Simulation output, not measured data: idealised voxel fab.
Process module name: voxel transistor to metal
The cross-section shown here is cut; it is 170 nm wide and divided into square cells measuring 5 nm on a side.
This document writes a cross-section as a grid whose cells are square, and gives it as bands, listed from the top down; one or more rows of cells form a band.
In this notation a band is specified by the heights of its top and bottom, in that order and in nm, after which its materials appear from left to right, each paired with its width in nm. The word "full width" attached to a single material means that material fills the band from edge to edge; the word "air" stands for empty space.
Heads up on the height convention: 0 is the point under which the incoming wafer is all one material, and the lowest band has no bottom, it just keeps going down, like "0..down".
Quick explanation for "30 to 40": the width changes in equal steps down the rows of cells, from the first number in the band's top row to the second number in its bottom row.
What does "nothing altered" mean for a step? It means no cell of the cross-section changed in that step.
Entry "Listed closed voids" = empty spaces >= 8 cells with no open way to the top; each as width x height at distance, distance from left edge, all nm.
On each step's line, the part that comes after the settings is the simulator's own comment on the step.
The "overlay nm" setting may appear on a step's line; for a step that uses a mask, it gives how far to the right of its planned position the mask lay, and a negative value indicates the left.

SO HERE'S THE LINEUP OF PROCESS STEPS WE PLANNED
step 1: RECEIVE, material Si
step 2: CONFORMAL_DEP, material SiO2, thk nm 5
step 3: CONFORMAL_DEP, material SiN, thk nm 10
step 4: DIRECTIONAL_DEP, material aC, thk nm 10
step 5: PATTERN, tone cover, mask id ACTIVE, material resist, width nm 110, thk nm 25, overlay nm 0
step 6: DIRECTIONAL_ETCH, etch materials aC, depth nm 10
step 7: STRIP, etch materials resist
step 8: DIRECTIONAL_ETCH, etch materials SiN, depth nm 10
step 9: DIRECTIONAL_ETCH, etch materials SiO2, depth nm 5
step 10: DIRECTIONAL_ETCH, etch materials Si, depth nm 20
step 11: STRIP, etch materials aC
step 12: FILL_DEP, material SiO2, thk nm 15
step 13: CMP, height nm 15
step 14: SELECTIVE_ETCH, etch materials SiO2, depth nm 5
step 15: STRIP, etch materials SiN
step 16: SELECTIVE_ETCH, etch materials SiO2, depth nm 5
step 17: OXIDIZE, depth nm 5
step 18: DIRECTIONAL_DEP, material polySi, thk nm 30
step 19: DIRECTIONAL_DEP, material SiCN, thk nm 15
step 20: MASKED_ETCH, tone cover, mask id GATE, width nm 30, etch materials SiCN, depth nm 25, overlay nm 0
step 21: MASKED_ETCH, tone cover, mask id GATE, width nm 30, etch materials polySi, depth nm 40, overlay nm 0
step 22: CONFORMAL_DEP, material SiN, thk nm 5
step 23: DIRECTIONAL_ETCH, etch materials SiN, depth nm 5
step 24: DIRECTIONAL_ETCH, etch materials SiO2, depth nm 5
step 25: DIRECTIONAL_ETCH, etch materials Si, depth nm 15
step 26: EPI, material pSi, thk nm 15
step 27: FILL_DEP, material SiO2, thk nm 10
step 28: CMP, height nm 30
step 29: STRIP, etch materials polySi
step 30: SELECTIVE_ETCH, etch materials SiO2, depth nm 5
step 31: CONFORMAL_DEP, material HfO2, thk nm 5
step 32: CONFORMAL_DEP, material TiN, thk nm 5
step 33: FILL_DEP, material W, thk nm 5
step 34: CMP, height nm 25
step 35: DIRECTIONAL_DEP, material SiO2, thk nm 10
step 36: PATTERN, tone open, mask id CONTACT, material resist, width nm 15, pitch nm 75, thk nm 20, overlay nm 0
step 37: DIRECTIONAL_ETCH, etch materials SiO2, depth nm 40
step 38: STRIP, etch materials resist
step 39: CONFORMAL_DEP, material TiN, thk nm 5
step 40: FILL_DEP, material Ru, thk nm 10
step 41: CMP, height nm 35
step 42: DIRECTIONAL_DEP, material TiN, thk nm 5
step 43: DIRECTIONAL_DEP, material W, thk nm 25
step 44: DIRECTIONAL_DEP, material aC, thk nm 15
step 45: PATTERN, tone cover, mask id METAL_1, material resist, width nm 15, pitch nm 75, thk nm 30, overlay nm 0
step 46: DIRECTIONAL_ETCH, etch materials aC, depth nm 15
step 47: STRIP, etch materials resist
step 48: DIRECTIONAL_ETCH, etch materials W, depth nm 25
step 49: DIRECTIONAL_ETCH, etch materials TiN, depth nm 5
step 50: STRIP, etch materials aC
step 51: CONFORMAL_DEP, material SiCN, thk nm 5
step 52: FILL_DEP, material lowk, thk nm 10
step 53: CMP, height nm 65
step 54: CONFORMAL_DEP, material SiCN, thk nm 5

AS RECEIVED, AFTER STEP 1
* 0..down  Si full width
* Listed closed voids: none

POST-MODULE CROSS-SECTION OF THE FIRST OF TWO WAFERS (RUN PER PLAN)
* 70..65  SiCN full width
* 65..40  35 of lowk  5 of SiCN  15 of W  5 of SiCN  50 of lowk  5 of SiCN  15 of W  5 of SiCN  35 of lowk
* 40..35  40 of SiCN  15 of TiN  60 of SiCN  15 of TiN  40 of SiCN
* 35..25  40 of SiO2  5 of TiN  5 of Ru  5 of TiN  60 of SiO2  5 of TiN  5 of Ru  5 of TiN  40 of SiO2
* 25..15  40 of SiO2  5 of TiN  5 of Ru  5 of TiN  10 of SiO2  5 of SiN  5 of HfO2  5 of TiN  10 of W  5 of TiN  5 of HfO2  5 of SiN  10 of SiO2  5 of TiN  5 of Ru  5 of TiN  40 of SiO2
* 15..10  40 of SiO2  15 of TiN  10 of SiO2  5 of SiN  5 of HfO2  5 of TiN  10 of W  5 of TiN  5 of HfO2  5 of SiN  10 of SiO2  15 of TiN  40 of SiO2
* 10..5  40 of SiO2  10 of TiN  15 of pSi  5 of SiN  5 of HfO2  5 of TiN  10 of W  5 of TiN  5 of HfO2  5 of SiN  15 of pSi  10 of TiN  40 of SiO2
* 5..0  25 of SiO2  5 of SiN  10 of SiO2  10 of TiN  15 of pSi  5 of SiN  5 of HfO2  20 of TiN  5 of HfO2  5 of SiN  15 of pSi  10 of TiN  10 of SiO2  5 of SiN  25 of SiO2
* 0..-5  40 of SiO2  10 of TiN  15 of pSi  40 of HfO2  15 of pSi  10 of TiN  40 of SiO2
* -5..-20  30 of SiO2  35 of pSi  40 of Si  35 of pSi  30 of SiO2
* -20..down  Si full width
* Listed closed voids: none

CROSS-SECTIONAL VIEW OF THE SECOND OF TWO WAFERS UPON COMPLETION OF THE MODULE. THIS WAFER SHARED ITS STARTING CONDITION AND PROCESS PLAN WITH THE FIRST; ONE ERROR WAS MADE DURING ITS EXECUTION
* 70..65  SiCN full width
* 65..40  40 of W  5 of SiCN  5 of lowk  5 of SiCN  60 of W  5 of SiCN  5 of lowk  5 of SiCN  40 of W
* 40..35  40 of TiN  15 of SiCN  60 of TiN  15 of SiCN  40 of TiN
* 35..25  40 of SiO2  5 of TiN  5 of Ru  5 of TiN  60 of SiO2  5 of TiN  5 of Ru  5 of TiN  40 of SiO2
* 25..15  40 of SiO2  5 of TiN  5 of Ru  5 of TiN  10 of SiO2  5 of SiN  5 of HfO2  5 of TiN  10 of W  5 of TiN  5 of HfO2  5 of SiN  10 of SiO2  5 of TiN  5 of Ru  5 of TiN  40 of SiO2
* 15..10  40 of SiO2  15 of TiN  10 of SiO2  5 of SiN  5 of HfO2  5 of TiN  10 of W  5 of TiN  5 of HfO2  5 of SiN  10 of SiO2  15 of TiN  40 of SiO2
* 10..5  40 of SiO2  10 of TiN  15 of pSi  5 of SiN  5 of HfO2  5 of TiN  10 of W  5 of TiN  5 of HfO2  5 of SiN  15 of pSi  10 of TiN  40 of SiO2
* 5..0  25 of SiO2  5 of SiN  10 of SiO2  10 of TiN  15 of pSi  5 of SiN  5 of HfO2  20 of TiN  5 of HfO2  5 of SiN  15 of pSi  10 of TiN  10 of SiO2  5 of SiN  25 of SiO2
* 0..-5  40 of SiO2  10 of TiN  15 of pSi  40 of HfO2  15 of pSi  10 of TiN  40 of SiO2
* -5..-20  30 of SiO2  35 of pSi  40 of Si  35 of pSi  30 of SiO2
* -20..down  Si full width
* Listed closed voids: none
Nonconformance to the process plan: step 45 did not use the planned setting and instead ran as PATTERN, tone open, mask id METAL_1, material resist, width nm 15, pitch nm 75, thk nm 30, overlay nm 0
Cell-count delta at end, second wafer over first, by material: 22 fewer of SiCN | 22 more of TiN | 110 more of W | 110 fewer of lowk
